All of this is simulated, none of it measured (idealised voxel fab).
process module | voxel ribs on slabs
cross-section cut | 265 nm wide | cells 5 nm
A cross-section is a grid of square cells, given in bands from the top down. A band is one or more rows of cells.
Each band's line starts with the height of the band's top and of its bottom, in nm. Then come its materials from left to right, each with its width in nm. One material with "throughout" fills the band from edge to edge. "air" is empty space.
Height 0 is the level under which the wafer as received is all one material. The lowest band goes on downwards, as in "0 down".
A width such as "30 to 40" changes by the same amount from each row of cells to the next, from the band's top row to its bottom row.
"no change" after a step means that no cell of the cross-section changed.
closed voids: empty space of 8 cells or more with no open way to the top, each as width x height at its distance from the left edge, in nm
after a step's settings: what the simulator itself notes on the step
overlay nm, on a step with a mask: how far to the right of its planned place the mask lay; to the left if negative
plan
1 op RECEIVE | material Si
2 op DIRECTIONAL_DEP | material SiO2 | thk nm 20
3 op DIRECTIONAL_DEP | material polySi | thk nm 20
4 op PATTERN | tone cover | mask id RIB | material resist | width nm 30 | thk nm 15 | overlay nm 0
5 op DIRECTIONAL_ETCH | etch materials polySi | depth nm 5
6 op STRIP | etch materials resist
7 op PATTERN | tone cover | mask id SLAB | material resist | width nm 90 | thk nm 20 | overlay nm 0
8 op DIRECTIONAL_ETCH | etch materials polySi | depth nm 15
9 op STRIP | etch materials resist
10 op FILL_DEP | material SiO2 | thk nm 30
11 op CMP | height nm 60
12 op DIRECTIONAL_DEP | material TiN | thk nm 10
13 op PATTERN | tone cover | mask id HEATER | material resist | width nm 40 | thk nm 15 | overlay nm 0
14 op DIRECTIONAL_ETCH | etch materials TiN | depth nm 10
15 op STRIP | etch materials resist
16 op CONFORMAL_DEP | material SiN | thk nm 5
as received, after step 1
  0 down: Si throughout
  closed voids: none
first wafer at the end, as planned
  75 to 70: air 105 | SiN 50 | air 110
  70 to 65: air 105 | SiN 5 | TiN 40 | SiN 5 | air 110
  65 to 60: SiN 110 | TiN 40 | SiN 115
  60 to 40: SiO2 throughout
  40 to 35: SiO2 115 | polySi 30 | SiO2 120
  35 to 20: SiO2 85 | polySi 90 | SiO2 90
  20 to 0: SiO2 throughout
  0 down: Si throughout
  closed voids: none
second wafer at the end: like start, like plan, one mistake
  75 to 70: air 105 | SiN 50 | air 110
  70 to 65: air 105 | SiN 5 | TiN 40 | SiN 5 | air 110
  65 to 60: SiN 110 | TiN 40 | SiN 115
  60 to 0: SiO2 throughout
  0 down: Si throughout
  closed voids: none
what went wrong: step 3 ran as: op DIRECTIONAL_DEP | material SiO2 | thk nm 20
at the end the second wafer has, in cells: 60 more of SiO2 | 60 fewer of polySi
